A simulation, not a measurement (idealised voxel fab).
Module name: voxel transistor to metal (process module)
Cross-section cut spans 165 nm and uses square cells 5 nm in size.
Throughout this document, each cross-section is represented as a grid of square cells and is presented as a sequence of bands enumerated from the top downward, where a band comprises one or more rows of cells.
Each band's line starts with the height of the band's top and of its bottom, in nm. Then come its materials from left to right, each with its width in nm. One material with "throughout" fills the band from edge to edge. "air" is empty space.
The reference from which all heights are counted is 0, the level beneath which the as-received wafer is entirely one material; the lowest band, having no lower bound, proceeds downward and is written after the example "top 0, no bottom".
Note: "30->40" means the width goes from the first number (top row of the band) to the second number (bottom row) in equal steps per row of cells.
Any step labelled "remained the same" changed none of the cells in the cross-section.
Empty spaces without an open route to the top, at least 8 cells in extent, make up the entry "Catalogued sealed voids"; each is given as width x height at distance, where the distance is measured from the left edge, and all are in nm.
That trailing text on a step's line, after the settings, is the simulator's own remark on the step.
"overlay nm" answers the question of how far to the right of plan the mask lay on a step that has a mask, and when it is negative the answer is to the left.
Before/after cross-section pairs, one process step each; after shown to lowest changed band; step and settings beneath. Pairs may be from different runs of this module on the same starting wafer; a pair continues from the one above only where its "Snapshot before" entry says so.

Snapshot before:
> top 0, no bottom = Si throughout
> Catalogued sealed voids: none

Resultant Cross-Section:
> top 0, bottom -5 = SiO2 throughout
> Below -5, no change.
> Catalogued sealed voids: none
Process step (between the before and after cross-sections above): OXIDIZE [depth nm 5]

Snapshot before: this step begins from the cross-section that the pair just above shows after its step.

Resultant Cross-Section:
> top 15, bottom 0 = SiN throughout
> Below 0, no change.
> Catalogued sealed voids: none
Process step (between the before and after cross-sections above): CONFORMAL_DEP [material SiN] [thk nm 15]

Snapshot before: this step begins from the cross-section that the pair just above shows after its step.

Resultant Cross-Section:
> top 25, bottom 15 = aC throughout
> Below 15, no change.
> Catalogued sealed voids: none
Process step (between the before and after cross-sections above): DIRECTIONAL_DEP [material aC] [thk nm 10]

Snapshot before: this step begins from the cross-section that the pair just above shows after its step.

Resultant Cross-Section:
> top 55, bottom 25 = air=25 / resist=115 / air=25
> Below 25, no change.
> Catalogued sealed voids: none
Process step (between the before and after cross-sections above): PATTERN [tone cover] [mask id ACTIVE] [material resist] [width nm 115] [thk nm 30] [overlay nm 0]

Snapshot before: this step begins from the cross-section that the pair just above shows after its step.

Resultant Cross-Section:
> top 45, bottom 25 = air=25 / resist=115 / air=25
> top 25, bottom 15 = air=25 / aC=115 / air=25
> Below 15, no change.
> Catalogued sealed voids: none
Process step (between the before and after cross-sections above): DIRECTIONAL_ETCH [etch materials aC] [depth nm 10]

Snapshot before: this step begins from the cross-section that the pair just above shows after its step.

Resultant Cross-Section:
> top 25, bottom 15 = air=25 / aC=115 / air=25
> Below 15, no change.
> Catalogued sealed voids: none
Process step (between the before and after cross-sections above): STRIP [etch materials resist]

Snapshot before: this step begins from the cross-section that the pair just above shows after its step.

Resultant Cross-Section:
> top 25, bottom 15 = air=25 / aC=115 / air=25
> top 15, bottom 0 = air=25 / SiN=115 / air=25
> Below 0, no change.
> Catalogued sealed voids: none
Process step (between the before and after cross-sections above): DIRECTIONAL_ETCH [etch materials SiN] [depth nm 15]

Snapshot before: this step begins from the cross-section that the pair just above shows after its step.

Resultant Cross-Section:
> top 25, bottom 15 = air=25 / aC=115 / air=25
> top 15, bottom 0 = air=25 / SiN=115 / air=25
> top 0, bottom -5 = air=25 / SiO2=115 / air=25
> Below -5, no change.
> Catalogued sealed voids: none
Process step (between the before and after cross-sections above): DIRECTIONAL_ETCH [etch materials SiO2] [depth nm 5]

Snapshot before: this step begins from the cross-section that the pair just above shows after its step.

Resultant Cross-Section:
> top 25, bottom 15 = air=25 / aC=115 / air=25
> top 15, bottom 0 = air=25 / SiN=115 / air=25
> top 0, bottom -5 = air=25 / SiO2=115 / air=25
> top -5, bottom -25 = air=25 / Si=115 / air=25
> Below -25, no change.
> Catalogued sealed voids: none
Process step (between the before and after cross-sections above): DIRECTIONAL_ETCH [etch materials Si] [depth nm 20]

Snapshot before: this step begins from the cross-section that the pair just above shows after its step.

Resultant Cross-Section:
> top 15, bottom 0 = air=25 / SiN=115 / air=25
> Below 0, no change.
> Catalogued sealed voids: none
Process step (between the before and after cross-sections above): STRIP [etch materials aC]

Snapshot before: this step begins from the cross-section that the pair just above shows after its step.

Resultant Cross-Section:
> top 15, bottom 0 = air=25 / SiN=115 / air=25
> top 0, bottom -5 = air=25 / SiO2=115 / air=25
> top -5, bottom -25 = air=25 / SiO2=5 / Si=105 / SiO2=5 / air=25
> top -25, bottom -30 = SiO2=30 / Si=105 / SiO2=30
> Below -30, no change.
> Catalogued sealed voids: none
Process step (between the before and after cross-sections above): OXIDIZE [depth nm 5]

Snapshot before: this step begins from the cross-section that the pair just above shows after its step.

Resultant Cross-Section:
> top 30, bottom 15 = SiO2 throughout
> top 15, bottom 0 = SiO2=25 / SiN=115 / SiO2=25
> top 0, bottom -5 = SiO2 throughout
> top -5, bottom -30 = SiO2=30 / Si=105 / SiO2=30
> Below -30, no change.
> Catalogued sealed voids: none
Process step (between the before and after cross-sections above): FILL_DEP [material SiO2] [thk nm 15]

Snapshot before: this step begins from the cross-section that the pair just above shows after its step.

Resultant Cross-Section:
> top 15, bottom 0 = SiO2=25 / SiN=115 / SiO2=25
> Below 0, no change.
> Catalogued sealed voids: none
Process step (between the before and after cross-sections above): CMP [height nm 15]

Snapshot before: this step begins from the cross-section that the pair just above shows after its step.

Resultant Cross-Section:
> top 15, bottom 5 = air=25 / SiN=115 / air=25
> Below 5, no change.
> Catalogued sealed voids: none
Process step (between the before and after cross-sections above): SELECTIVE_ETCH [etch materials SiO2] [depth nm 10]

Snapshot before: this step begins from the cross-section that the pair just above shows after its step.

Resultant Cross-Section:
> top 5, bottom 0 = SiO2=25 / air=115 / SiO2=25
> Below 0, no change.
> Catalogued sealed voids: none
Process step (between the before and after cross-sections above): STRIP [etch materials SiN]

Snapshot before: this step begins from the cross-section that the pair just above shows after its step.

Resultant Cross-Section:
> top 0, bottom -5 = SiO2=20 / air=125 / SiO2=20
> Below -5, no change.
> Catalogued sealed voids: none
Process step (between the before and after cross-sections above): SELECTIVE_ETCH [etch materials SiO2] [depth nm 5]

Snapshot before: this step begins from the cross-section that the pair just above shows after its step.

Resultant Cross-Section:
> top 0, bottom -5 = SiO2=20 / air=125 / SiO2=20
> top -5, bottom -10 = SiO2 throughout
> Below -10, no change.
> Catalogued sealed voids: none
Process step (between the before and after cross-sections above): OXIDIZE [depth nm 5]

Snapshot before: this step begins from the cross-section that the pair just above shows after its step.

Resultant Cross-Section:
> top 20, bottom 15 = polySi=20 / air=125 / polySi=20
> top 15, bottom 0 = polySi throughout
> top 0, bottom -5 = SiO2=20 / polySi=125 / SiO2=20
> Below -5, no change.
> Catalogued sealed voids: none
Process step (between the before and after cross-sections above): DIRECTIONAL_DEP [material polySi] [thk nm 20]

Snapshot before: this step begins from the cross-section that the pair just above shows after its step.

Resultant Cross-Section:
> top 35, bottom 30 = SiCN=20 / air=125 / SiCN=20
> top 30, bottom 20 = SiCN throughout
> top 20, bottom 15 = polySi=20 / SiCN=125 / polySi=20
> Below 15, no change.
> Catalogued sealed voids: none
Process step (between the before and after cross-sections above): DIRECTIONAL_DEP [material SiCN] [thk nm 15]

Snapshot before: this step begins from the cross-section that the pair just above shows after its step.

Resultant Cross-Section:
> top 30, bottom 20 = air=70 / SiCN=25 / air=70
> top 20, bottom 15 = polySi=20 / air=50 / SiCN=25 / air=50 / polySi=20
> Below 15, no change.
> Catalogued sealed voids: none
Process step (between the before and after cross-sections above): MASKED_ETCH [tone cover] [mask id GATE] [width nm 25] [etch materials SiCN] [depth nm 25] [overlay nm 0]

Snapshot before: this step begins from the cross-section that the pair just above shows after its step.

Resultant Cross-Section:
> top 30, bottom 15 = air=70 / SiCN=25 / air=70
> top 15, bottom 0 = air=70 / polySi=25 / air=70
> top 0, bottom -5 = SiO2=20 / air=50 / polySi=25 / air=50 / SiO2=20
> Below -5, no change.
> Catalogued sealed voids: none
Process step (between the before and after cross-sections above): MASKED_ETCH [tone cover] [mask id GATE] [width nm 25] [etch materials polySi] [depth nm 30] [overlay nm 0]

Snapshot before: this step begins from the cross-section that the pair just above shows after its step.

Resultant Cross-Section:
> top 35, bottom 30 = air=65 / SiO2=35 / air=65
> top 30, bottom 15 = air=65 / SiO2=5 / SiCN=25 / SiO2=5 / air=65
> top 15, bottom 5 = air=65 / SiO2=5 / polySi=25 / SiO2=5 / air=65
> top 5, bottom 0 = SiO2=25 / air=40 / SiO2=5 / polySi=25 / SiO2=5 / air=40 / SiO2=25
> top 0, bottom -5 = SiO2=70 / polySi=25 / SiO2=70
> Below -5, no change.
> Catalogued sealed voids: none
Process step (between the before and after cross-sections above): CONFORMAL_DEP [material SiO2] [thk nm 5]

Snapshot before: this step begins from the cross-section that the pair just above shows after its step.

Resultant Cross-Section:
> top 30, bottom 15 = air=65 / SiO2=5 / SiCN=25 / SiO2=5 / air=65
> top 15, bottom 0 = air=65 / SiO2=5 / polySi=25 / SiO2=5 / air=65
> top 0, bottom -5 = SiO2=25 / air=40 / SiO2=5 / polySi=25 / SiO2=5 / air=40 / SiO2=25
> Below -5, no change.
> Catalogued sealed voids: none
Process step (between the before and after cross-sections above): DIRECTIONAL_ETCH [etch materials SiO2] [depth nm 5]

Snapshot before: this step begins from the cross-section that the pair just above shows after its step.

Resultant Cross-Section:
> top 35, bottom 30 = air=60 / SiN=45 / air=60
> top 30, bottom 15 = air=60 / SiN=5 / SiO2=5 / SiCN=25 / SiO2=5 / SiN=5 / air=60
> top 15, bottom 5 = air=60 / SiN=5 / SiO2=5 / polySi=25 / SiO2=5 / SiN=5 / air=60
> top 5, bottom 0 = SiN=30 / air=30 / SiN=5 / SiO2=5 / polySi=25 / SiO2=5 / SiN=5 / air=30 / SiN=30
> top 0, bottom -5 = SiO2=25 / SiN=40 / SiO2=5 / polySi=25 / SiO2=5 / SiN=40 / SiO2=25
> Below -5, no change.
> Catalogued sealed voids: none
Process step (between the before and after cross-sections above): CONFORMAL_DEP [material SiN] [thk nm 5]

Snapshot before: this step begins from the cross-section that the pair just above shows after its step.

Resultant Cross-Section:
> top 30, bottom 15 = air=60 / SiN=5 / SiO2=5 / SiCN=25 / SiO2=5 / SiN=5 / air=60
> top 15, bottom 0 = air=60 / SiN=5 / SiO2=5 / polySi=25 / SiO2=5 / SiN=5 / air=60
> top 0, bottom -5 = SiO2=25 / SiN=5 / air=30 / SiN=5 / SiO2=5 / polySi=25 / SiO2=5 / SiN=5 / air=30 / SiN=5 / SiO2=25
> Below -5, no change.
> Catalogued sealed voids: none
Process step (between the before and after cross-sections above): DIRECTIONAL_ETCH [etch materials SiN] [depth nm 5]

Snapshot before: this step begins from the cross-section that the pair just above shows after its step.

Resultant Cross-Section:
> top 30, bottom 25 = air=60 / SiN=5 / air=5 / SiCN=25 / air=5 / SiN=5 / air=60
> top 25, bottom 15 = air=60 / SiN=5 / SiO2=5 / SiCN=25 / SiO2=5 / SiN=5 / air=60
> top 15, bottom 0 = air=60 / SiN=5 / SiO2=5 / polySi=25 / SiO2=5 / SiN=5 / air=60
> top 0, bottom -5 = air=25 / SiN=5 / air=30 / SiN=5 / SiO2=5 / polySi=25 / SiO2=5 / SiN=5 / air=30 / SiN=5 / air=25
> top -5, bottom -10 = SiO2=30 / air=30 / SiO2=45 / air=30 / SiO2=30
> Below -10, no change.
> Catalogued sealed voids: none
Process step (between the before and after cross-sections above): DIRECTIONAL_ETCH [etch materials SiO2] [depth nm 5]

Snapshot before: this step begins from the cross-section that the pair just above shows after its step.

Resultant Cross-Section:
> top 30, bottom 25 = air=60 / SiN=5 / air=5 / SiCN=25 / air=5 / SiN=5 / air=60
> top 25, bottom 15 = air=60 / SiN=5 / SiO2=5 / SiCN=25 / SiO2=5 / SiN=5 / air=60
> top 15, bottom 0 = air=60 / SiN=5 / SiO2=5 / polySi=25 / SiO2=5 / SiN=5 / air=60
> top 0, bottom -5 = air=25 / SiN=5 / air=30 / SiN=5 / SiO2=5 / polySi=25 / SiO2=5 / SiN=5 / air=30 / SiN=5 / air=25
> top -5, bottom -10 = SiO2=30 / air=30 / SiO2=45 / air=30 / SiO2=30
> top -10, bottom -15 = SiO2=30 / air=30 / Si=45 / air=30 / SiO2=30
> Below -15, no change.
> Catalogued sealed voids: none
Process step (between the before and after cross-sections above): DIRECTIONAL_ETCH [etch materials Si] [depth nm 5]

Snapshot before: this step begins from the cross-section that the pair just above shows after its step.

Resultant Cross-Section:
> top 30, bottom 25 = air=60 / SiN=5 / air=5 / SiCN=25 / air=5 / SiN=5 / air=60
> top 25, bottom 15 = air=60 / SiN=5 / SiO2=5 / SiCN=25 / SiO2=5 / SiN=5 / air=60
> top 15, bottom 0 = air=60 / SiN=5 / SiO2=5 / polySi=25 / SiO2=5 / SiN=5 / air=60
> top 0, bottom -5 = air=25 / SiN=5 / air=20 / SiGe=10 / SiN=5 / SiO2=5 / polySi=25 / SiO2=5 / SiN=5 / SiGe=10 / air=20 / SiN=5 / air=25
> top -5, bottom -10 = SiO2=30 / SiGe=30 / SiO2=45 / SiGe=30 / SiO2=30
> top -10, bottom -15 = SiO2=30 / SiGe=30 / Si=45 / SiGe=30 / SiO2=30
> Below -15, no change.
> Catalogued sealed voids: none
Process step (between the before and after cross-sections above): EPI [material SiGe] [thk nm 10]

Snapshot before: this step begins from the cross-section that the pair just above shows after its step.

Resultant Cross-Section:
> top 35, bottom 30 = SiO2 throughout
> top 30, bottom 15 = SiO2=60 / SiN=5 / SiO2=5 / SiCN=25 / SiO2=5 / SiN=5 / SiO2=60
> top 15, bottom 0 = SiO2=60 / SiN=5 / SiO2=5 / polySi=25 / SiO2=5 / SiN=5 / SiO2=60
> top 0, bottom -5 = SiO2=25 / SiN=5 / SiO2=20 / SiGe=10 / SiN=5 / SiO2=5 / polySi=25 / SiO2=5 / SiN=5 / SiGe=10 / SiO2=20 / SiN=5 / SiO2=25
> Below -5, no change.
> Catalogued sealed voids: none
Process step (between the before and after cross-sections above): FILL_DEP [material SiO2] [thk nm 5]

Snapshot before: this step begins from the cross-section that the pair just above shows after its step.

Resultant Cross-Section:
> top 15, bottom 0 = SiO2=60 / SiN=5 / SiO2=5 / polySi=25 / SiO2=5 / SiN=5 / SiO2=60
> Below 0, no change.
> Catalogued sealed voids: none
Process step (between the before and after cross-sections above): CMP [height nm 15]

Snapshot before: this step begins from the cross-section that the pair just above shows after its step.

Resultant Cross-Section:
> top 15, bottom 0 = SiO2=60 / SiN=5 / SiO2=5 / air=25 / SiO2=5 / SiN=5 / SiO2=60
> top 0, bottom -5 = SiO2=25 / SiN=5 / SiO2=20 / SiGe=10 / SiN=5 / SiO2=5 / air=25 / SiO2=5 / SiN=5 / SiGe=10 / SiO2=20 / SiN=5 / SiO2=25
> Below -5, no change.
> Catalogued sealed voids: none
Process step (between the before and after cross-sections above): STRIP [etch materials polySi]

Snapshot before: this step begins from the cross-section that the pair just above shows after its step.

Resultant Cross-Section:
> top 15, bottom 10 = air=60 / SiN=5 / air=35 / SiN=5 / air=60
> top 10, bottom 0 = SiO2=60 / SiN=5 / air=35 / SiN=5 / SiO2=60
> top 0, bottom -5 = SiO2=25 / SiN=5 / SiO2=20 / SiGe=10 / SiN=5 / air=35 / SiN=5 / SiGe=10 / SiO2=20 / SiN=5 / SiO2=25
> top -5, bottom -10 = SiO2=30 / SiGe=30 / SiO2=5 / air=35 / SiO2=5 / SiGe=30 / SiO2=30
> Below -10, no change.
> Catalogued sealed voids: none
Process step (between the before and after cross-sections above): SELECTIVE_ETCH [etch materials SiO2] [depth nm 5]

Snapshot before: this step begins from the cross-section that the pair just above shows after its step.

Resultant Cross-Section:
> top 20, bottom 15 = air=55 / HfO2=15 / air=25 / HfO2=15 / air=55
> top 15, bottom 10 = HfO2=60 / SiN=5 / HfO2=5 / air=25 / HfO2=5 / SiN=5 / HfO2=60
> top 10, bottom 0 = SiO2=60 / SiN=5 / HfO2=5 / air=25 / HfO2=5 / SiN=5 / SiO2=60
> top 0, bottom -5 = SiO2=25 / SiN=5 / SiO2=20 / SiGe=10 / SiN=5 / HfO2=5 / air=25 / HfO2=5 / SiN=5 / SiGe=10 / SiO2=20 / SiN=5 / SiO2=25
> top -5, bottom -10 = SiO2=30 / SiGe=30 / SiO2=5 / HfO2=35 / SiO2=5 / SiGe=30 / SiO2=30
> Below -10, no change.
> Catalogued sealed voids: none
Process step (between the before and after cross-sections above): CONFORMAL_DEP [material HfO2] [thk nm 5]

Snapshot before: this step begins from the cross-section that the pair just above shows after its step.

Resultant Cross-Section:
> top 25, bottom 20 = air=50 / TiN=25 / air=15 / TiN=25 / air=50
> top 20, bottom 15 = TiN=55 / HfO2=15 / TiN=5 / air=15 / TiN=5 / HfO2=15 / TiN=55
> top 15, bottom 10 = HfO2=60 / SiN=5 / HfO2=5 / TiN=5 / air=15 / TiN=5 / HfO2=5 / SiN=5 / HfO2=60
> top 10, bottom 0 = SiO2=60 / SiN=5 / HfO2=5 / TiN=5 / air=15 / TiN=5 / HfO2=5 / SiN=5 / SiO2=60
> top 0, bottom -5 = SiO2=25 / SiN=5 / SiO2=20 / SiGe=10 / SiN=5 / HfO2=5 / TiN=25 / HfO2=5 / SiN=5 / SiGe=10 / SiO2=20 / SiN=5 / SiO2=25
> Below -5, no change.
> Catalogued sealed voids: none
Process step (between the before and after cross-sections above): CONFORMAL_DEP [material TiN] [thk nm 5]

Snapshot before: this step begins from the cross-section that the pair just above shows after its step.

Resultant Cross-Section:
> top 30, bottom 25 = W throughout
> top 25, bottom 20 = W=50 / TiN=25 / W=15 / TiN=25 / W=50
> top 20, bottom 15 = TiN=55 / HfO2=15 / TiN=5 / W=15 / TiN=5 / HfO2=15 / TiN=55
> top 15, bottom 10 = HfO2=60 / SiN=5 / HfO2=5 / TiN=5 / W=15 / TiN=5 / HfO2=5 / SiN=5 / HfO2=60
> top 10, bottom 0 = SiO2=60 / SiN=5 / HfO2=5 / TiN=5 / W=15 / TiN=5 / HfO2=5 / SiN=5 / SiO2=60
> Below 0, no change.
> Catalogued sealed voids: none
Process step (between the before and after cross-sections above): FILL_DEP [material W] [thk nm 5]

Snapshot before: this step begins from the cross-section that the pair just above shows after its step.

Resultant Cross-Section:
> top 10, bottom 0 = SiO2=60 / SiN=5 / HfO2=5 / TiN=5 / W=15 / TiN=5 / HfO2=5 / SiN=5 / SiO2=60
> Below 0, no change.
> Catalogued sealed voids: none
Process step (between the before and after cross-sections above): CMP [height nm 10]

Snapshot before: this step begins from the cross-section that the pair just above shows after its step.

Resultant Cross-Section:
> top 25, bottom 10 = SiO2 throughout
> Below 10, no change.
> Catalogued sealed voids: none
Process step (between the before and after cross-sections above): DIRECTIONAL_DEP [material SiO2] [thk nm 15]

Snapshot before: this step begins from the cross-section that the pair just above shows after its step.

Resultant Cross-Section:
> top 40, bottom 25 = resist=35 / air=15 / resist=65 / air=15 / resist=35
> Below 25, no change.
> Catalogued sealed voids: none
Process step (between the before and after cross-sections above): PATTERN [tone open] [mask id CONTACT] [material resist] [width nm 15] [pitch nm 80] [thk nm 15] [overlay nm 0]

Snapshot before: this step begins from the cross-section that the pair just above shows after its step.

Resultant Cross-Section:
> top 40, bottom 25 = resist=35 / air=15 / resist=65 / air=15 / resist=35
> top 25, bottom 10 = SiO2=35 / air=15 / SiO2=65 / air=15 / SiO2=35
> top 10, bottom 0 = SiO2=35 / air=15 / SiO2=10 / SiN=5 / HfO2=5 / TiN=5 / W=15 / TiN=5 / HfO2=5 / SiN=5 / SiO2=10 / air=15 / SiO2=35
> top 0, bottom -5 = SiO2=25 / SiN=5 / SiO2=5 / air=15 / SiGe=10 / SiN=5 / HfO2=5 / TiN=25 / HfO2=5 / SiN=5 / SiGe=10 / air=15 / SiO2=5 / SiN=5 / SiO2=25
> Below -5, no change.
> Catalogued sealed voids: none
Process step (between the before and after cross-sections above): DIRECTIONAL_ETCH [etch materials SiO2] [depth nm 30]

Snapshot before: this step begins from the cross-section that the pair just above shows after its step.

Resultant Cross-Section:
> top 25, bottom 10 = SiO2=35 / air=15 / SiO2=65 / air=15 / SiO2=35
> Below 10, no change.
> Catalogued sealed voids: none
Process step (between the before and after cross-sections above): STRIP [etch materials resist]

Snapshot before: this step begins from the cross-section that the pair just above shows after its step.

Resultant Cross-Section:
> top 30, bottom 25 = TiN=40 / air=5 / TiN=75 / air=5 / TiN=40
> top 25, bottom 10 = SiO2=35 / TiN=5 / air=5 / TiN=5 / SiO2=65 / TiN=5 / air=5 / TiN=5 / SiO2=35
> top 10, bottom 0 = SiO2=35 / TiN=5 / air=5 / TiN=5 / SiO2=10 / SiN=5 / HfO2=5 / TiN=5 / W=15 / TiN=5 / HfO2=5 / SiN=5 / SiO2=10 / TiN=5 / air=5 / TiN=5 / SiO2=35
> top 0, bottom -5 = SiO2=25 / SiN=5 / SiO2=5 / TiN=15 / SiGe=10 / SiN=5 / HfO2=5 / TiN=25 / HfO2=5 / SiN=5 / SiGe=10 / TiN=15 / SiO2=5 / SiN=5 / SiO2=25
> Below -5, no change.
> Catalogued sealed voids: none
Process step (between the before and after cross-sections above): CONFORMAL_DEP [material TiN] [thk nm 5]

Snapshot before: this step begins from the cross-section that the pair just above shows after its step.

Resultant Cross-Section:
> top 35, bottom 30 = Ru throughout
> top 30, bottom 25 = TiN=40 / Ru=5 / TiN=75 / Ru=5 / TiN=40
> top 25, bottom 10 = SiO2=35 / TiN=5 / Ru=5 / TiN=5 / SiO2=65 / TiN=5 / Ru=5 / TiN=5 / SiO2=35
> top 10, bottom 0 = SiO2=35 / TiN=5 / Ru=5 / TiN=5 / SiO2=10 / SiN=5 / HfO2=5 / TiN=5 / W=15 / TiN=5 / HfO2=5 / SiN=5 / SiO2=10 / TiN=5 / Ru=5 / TiN=5 / SiO2=35
> Below 0, no change.
> Catalogued sealed voids: none
Process step (between the before and after cross-sections above): FILL_DEP [material Ru] [thk nm 5]

Snapshot before: this step begins from the cross-section that the pair just above shows after its step.

Resultant Cross-Section:
> top 25, bottom 10 = SiO2=35 / TiN=5 / Ru=5 / TiN=5 / SiO2=65 / TiN=5 / Ru=5 / TiN=5 / SiO2=35
> Below 10, no change.
> Catalogued sealed voids: none
Process step (between the before and after cross-sections above): CMP [height nm 25]

Snapshot before: this step begins from the cross-section that the pair just above shows after its step.

Resultant Cross-Section:
> top 30, bottom 25 = TiN throughout
> Below 25, no change.
> Catalogued sealed voids: none
Process step (between the before and after cross-sections above): DIRECTIONAL_DEP [material TiN] [thk nm 5]

Snapshot before: this step begins from the cross-section that the pair just above shows after its step.

Resultant Cross-Section:
> top 45, bottom 30 = Ru throughout
> Below 30, no change.
> Catalogued sealed voids: none
Process step (between the before and after cross-sections above): DIRECTIONAL_DEP [material Ru] [thk nm 15]

Snapshot before: this step begins from the cross-section that the pair just above shows after its step.

Resultant Cross-Section:
> top 45, bottom 30 = air=35 / Ru=15 / air=65 / Ru=15 / air=35
> Below 30, no change.
> Catalogued sealed voids: none
Process step (between the before and after cross-sections above): MASKED_ETCH [tone cover] [mask id METAL_1] [width nm 15] [pitch nm 80] [etch materials Ru] [depth nm 15] [overlay nm 0]

Snapshot before: this step begins from the cross-section that the pair just above shows after its step.

Resultant Cross-Section:
> top 45, bottom 30 = air=35 / Ru=15 / air=65 / Ru=15 / air=35
> top 30, bottom 25 = air=35 / TiN=15 / air=65 / TiN=15 / air=35
> Below 25, no change.
> Catalogued sealed voids: none
Process step (between the before and after cross-sections above): MASKED_ETCH [tone cover] [mask id METAL_1] [width nm 15] [pitch nm 80] [etch materials TiN] [depth nm 5] [overlay nm 0]

Snapshot before: this step begins from the cross-section that the pair just above shows after its step.

Resultant Cross-Section:
> top 50, bottom 45 = air=30 / SiN=25 / air=55 / SiN=25 / air=30
> top 45, bottom 30 = air=30 / SiN=5 / Ru=15 / SiN=5 / air=55 / SiN=5 / Ru=15 / SiN=5 / air=30
> top 30, bottom 25 = SiN=35 / TiN=15 / SiN=65 / TiN=15 / SiN=35
> Below 25, no change.
> Catalogued sealed voids: none
Process step (between the before and after cross-sections above): CONFORMAL_DEP [material SiN] [thk nm 5]

Snapshot before: this step begins from the cross-section that the pair just above shows after its step.

Resultant Cross-Section:
> top 55, bottom 50 = SiO2 throughout
> top 50, bottom 45 = SiO2=30 / SiN=25 / SiO2=55 / SiN=25 / SiO2=30
> top 45, bottom 30 = SiO2=30 / SiN=5 / Ru=15 / SiN=5 / SiO2=55 / SiN=5 / Ru=15 / SiN=5 / SiO2=30
> Below 30, no change.
> Catalogued sealed voids: none
Process step (between the before and after cross-sections above): FILL_DEP [material SiO2] [thk nm 5]

Snapshot before: this step begins from the cross-section that the pair just above shows after its step.

Resultant Cross-Section:
> top 45, bottom 30 = SiO2=30 / SiN=5 / Ru=15 / SiN=5 / SiO2=55 / SiN=5 / Ru=15 / SiN=5 / SiO2=30
> Below 30, no change.
> Catalogued sealed voids: none
Process step (between the before and after cross-sections above): CMP [height nm 45]

Snapshot before: this step begins from the cross-section that the pair just above shows after its step.

Resultant Cross-Section:
> top 50, bottom 45 = SiCN throughout
> Below 45, no change.
> Catalogued sealed voids: none
Process step (between the before and after cross-sections above): CONFORMAL_DEP [material SiCN] [thk nm 5]

Snapshot before: this step begins from the cross-section that the pair just above shows after its step.

Resultant Cross-Section:
> top 85, bottom 50 = SiO2 throughout
> Below 50, no change.
> Catalogued sealed voids: none
Process step (between the before and after cross-sections above): DIRECTIONAL_DEP [material SiO2] [thk nm 35]

Snapshot before: this step begins from the cross-section that the pair just above shows after its step.

Resultant Cross-Section:
> top 105, bottom 85 = resist=35 / air=15 / resist=65 / air=15 / resist=35
> Below 85, no change.
> Catalogued sealed voids: none
Process step (between the before and after cross-sections above): PATTERN [tone open] [mask id METAL_2] [material resist] [width nm 15] [pitch nm 80] [thk nm 20] [overlay nm 0]

Snapshot before: this step begins from the cross-section that the pair just above shows after its step.

Resultant Cross-Section:
> top 105, bottom 85 = resist=35 / air=15 / resist=65 / air=15 / resist=35
> top 85, bottom 65 = SiO2=35 / air=15 / SiO2=65 / air=15 / SiO2=35
> Below 65, no change.
> Catalogued sealed voids: none
Process step (between the before and after cross-sections above): DIRECTIONAL_ETCH [etch materials SiO2] [depth nm 20]

Snapshot before: this step begins from the cross-section that the pair just above shows after its step.

Resultant Cross-Section:
> top 85, bottom 65 = SiO2=35 / air=15 / SiO2=65 / air=15 / SiO2=35
> Below 65, no change.
> Catalogued sealed voids: none
Process step (between the before and after cross-sections above): STRIP [etch materials resist]

Snapshot before: this step begins from the cross-section that the pair just above shows after its step.

Resultant Cross-Section:
> top 100, bottom 85 = resist=35 / air=15 / resist=65 / air=15 / resist=35
> Below 85, no change.
> Catalogued sealed voids: none
Process step (between the before and after cross-sections above): PATTERN [tone open] [mask id METAL_2_HOLES] [material resist] [width nm 15] [pitch nm 80] [thk nm 15] [overlay nm 0]

Snapshot before: this step begins from the cross-section that the pair just above shows after its step.

Resultant Cross-Section:
> top 100, bottom 85 = resist=35 / air=15 / resist=65 / air=15 / resist=35
> top 85, bottom 50 = SiO2=35 / air=15 / SiO2=65 / air=15 / SiO2=35
> Below 50, no change.
> Catalogued sealed voids: none
Process step (between the before and after cross-sections above): DIRECTIONAL_ETCH [etch materials SiO2] [depth nm 15]

Snapshot before: this step begins from the cross-section that the pair just above shows after its step.

Resultant Cross-Section:
> top 100, bottom 85 = resist=35 / air=15 / resist=65 / air=15 / resist=35
> top 85, bottom 50 = SiO2=35 / air=15 / SiO2=65 / air=15 / SiO2=35
> top 50, bottom 45 = SiCN=35 / air=15 / SiCN=65 / air=15 / SiCN=35
> Below 45, no change.
> Catalogued sealed voids: none
Process step (between the before and after cross-sections above): DIRECTIONAL_ETCH [etch materials SiCN] [depth nm 5]

Snapshot before: this step begins from the cross-section that the pair just above shows after its step.

Resultant Cross-Section:
> top 85, bottom 50 = SiO2=35 / air=15 / SiO2=65 / air=15 / SiO2=35
> Below 50, no change.
> Catalogued sealed voids: none
Process step (between the before and after cross-sections above): STRIP [etch materials resist]

Snapshot before: this step begins from the cross-section that the pair just above shows after its step.

Resultant Cross-Section:
> top 90, bottom 85 = TiN=40 / air=5 / TiN=75 / air=5 / TiN=40
> top 85, bottom 50 = SiO2=35 / TiN=5 / air=5 / TiN=5 / SiO2=65 / TiN=5 / air=5 / TiN=5 / SiO2=35
> top 50, bottom 45 = SiCN=35 / TiN=15 / SiCN=65 / TiN=15 / SiCN=35
> Below 45, no change.
> Catalogued sealed voids: none
Process step (between the before and after cross-sections above): CONFORMAL_DEP [material TiN] [thk nm 5]

Snapshot before: this step begins from the cross-section that the pair just above shows after its step.

Resultant Cross-Section:
> top 95, bottom 90 = Cu throughout
> top 90, bottom 85 = TiN=40 / Cu=5 / TiN=75 / Cu=5 / TiN=40
> top 85, bottom 50 = SiO2=35 / TiN=5 / Cu=5 / TiN=5 / SiO2=65 / TiN=5 / Cu=5 / TiN=5 / SiO2=35
> Below 50, no change.
> Catalogued sealed voids: none
Process step (between the before and after cross-sections above): FILL_DEP [material Cu] [thk nm 5]

Snapshot before: this step begins from the cross-section that the pair just above shows after its step.

Resultant Cross-Section:
> top 85, bottom 50 = SiO2=35 / TiN=5 / Cu=5 / TiN=5 / SiO2=65 / TiN=5 / Cu=5 / TiN=5 / SiO2=35
> Below 50, no change.
> Catalogued sealed voids: none
Process step (between the before and after cross-sections above): CMP [height nm 85]

Snapshot before: this step begins from the cross-section that the pair just above shows after its step.

Resultant Cross-Section:
> top 90, bottom 85 = SiCN throughout
> Below 85, no change.
> Catalogued sealed voids: none
Process step (between the before and after cross-sections above): CONFORMAL_DEP [material SiCN] [thk nm 5]
